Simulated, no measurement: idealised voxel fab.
Title: Process Module voxel quadruple lines
It is cross-section cut that appears here, measuring 175 nm in width, its square cells being 5 nm in size.
Square cells in a grid make up a cross-section in this document, and the grid is given as bands, listed from the top down, each one or more rows of cells. Within each band entry, the heights of the top and of the bottom of the band appear first, in that order and in nm; the materials of the band then follow from left to right, each with its corresponding width in nm. The designation "full width" on a single material indicates that it fills the band from edge to edge; the designation "empty" indicates empty space. Heights are reckoned from 0. Under this level, the received wafer is all of one material. The bottommost band is open-ended downward, for example "0..down". So if you see something like "30 to 40" for the width, read it as the top row of the band sitting at the first number and the bottom row at the second, with every row in between moving by the same amount as the last. Given "no change occurred" for a step, no cell of the cross-section differs between before and after that step. If an empty space has no open way to the top and is at least 8 cells in size, "Closed void roster" lists it, written width x height at distance, where distance is measured from the left edge and every value is in nm. Past the settings on a step's line: simulator remark, on that step. overlay nm: step with mask; distance mask lay right of planned place; negative value = left of planned place.
### Set out below are the planned steps of the process
step 1: RECEIVE,material Si
step 2: CONFORMAL_DEP,material SiO2,thk nm 10
step 3: DIRECTIONAL_DEP,material TiN,thk nm 15
step 4: DIRECTIONAL_DEP,material polySi,thk nm 20
step 5: DIRECTIONAL_DEP,material aC,thk nm 25
step 6: PATTERN,tone cover,mask id MANDREL,material resist,width nm 25,pitch nm 80,thk nm 30,overlay nm 0
step 7: DIRECTIONAL_ETCH,etch materials aC,depth nm 25
step 8: STRIP,etch materials resist
step 9: CONFORMAL_DEP,material SiO2,thk nm 15
step 10: DIRECTIONAL_ETCH,etch materials SiO2,depth nm 15
step 11: STRIP,etch materials aC
step 12: DIRECTIONAL_ETCH,etch materials polySi,depth nm 20
step 13: STRIP,etch materials SiO2
step 14: CONFORMAL_DEP,material SiN,thk nm 5
step 15: DIRECTIONAL_ETCH,etch materials SiN,depth nm 5
step 16: STRIP,etch materials polySi
step 17: DIRECTIONAL_ETCH,etch materials TiN,depth nm 15
step 18: STRIP,etch materials SiN
step 19: FILL_DEP,material lowk,thk nm 10
step 20: CMP,height nm 25
### Wafer at receipt (post step 1), cross-section
  0..down | Si full width
  Closed void roster: none
### The first of two wafers, cross-sectioned at the end of the module, with the run proceeding as planned
  25..10 | 15 of lowk, then 5 of TiN, then 15 of lowk, then 5 of TiN, then 15 of lowk, then 5 of TiN, then 15 of lowk, then 5 of TiN, then 15 of lowk, then 5 of TiN, then 15 of lowk, then 5 of TiN, then 15 of lowk, then 5 of TiN, then 15 of lowk, then 5 of TiN, then 15 of lowk
  10..0 | SiO2 full width
  0..down | Si full width
  Closed void roster: none
### Wafer two (of two), end-of-module cross-section: start = wafer one, plan = wafer one, one run mistake
  25..10 | 20 of lowk, then 5 of TiN, then 15 of lowk, then 5 of TiN, then 10 of lowk, then 5 of TiN, then 15 of lowk, then 5 of TiN, then 20 of lowk, then 5 of TiN, then 15 of lowk, then 5 of TiN, then 10 of lowk, then 5 of TiN, then 15 of lowk, then 5 of TiN, then 15 of lowk
  10..0 | SiO2 full width
  0..down | Si full width
  Closed void roster: none
Error vs. plan: step 6 ran as: PATTERN,tone cover,mask id MANDREL,material resist,width nm 20,pitch nm 80,thk nm 30,overlay nm 0
The two final wafers agree on how many cells each material fills and disagree on which cells those are.
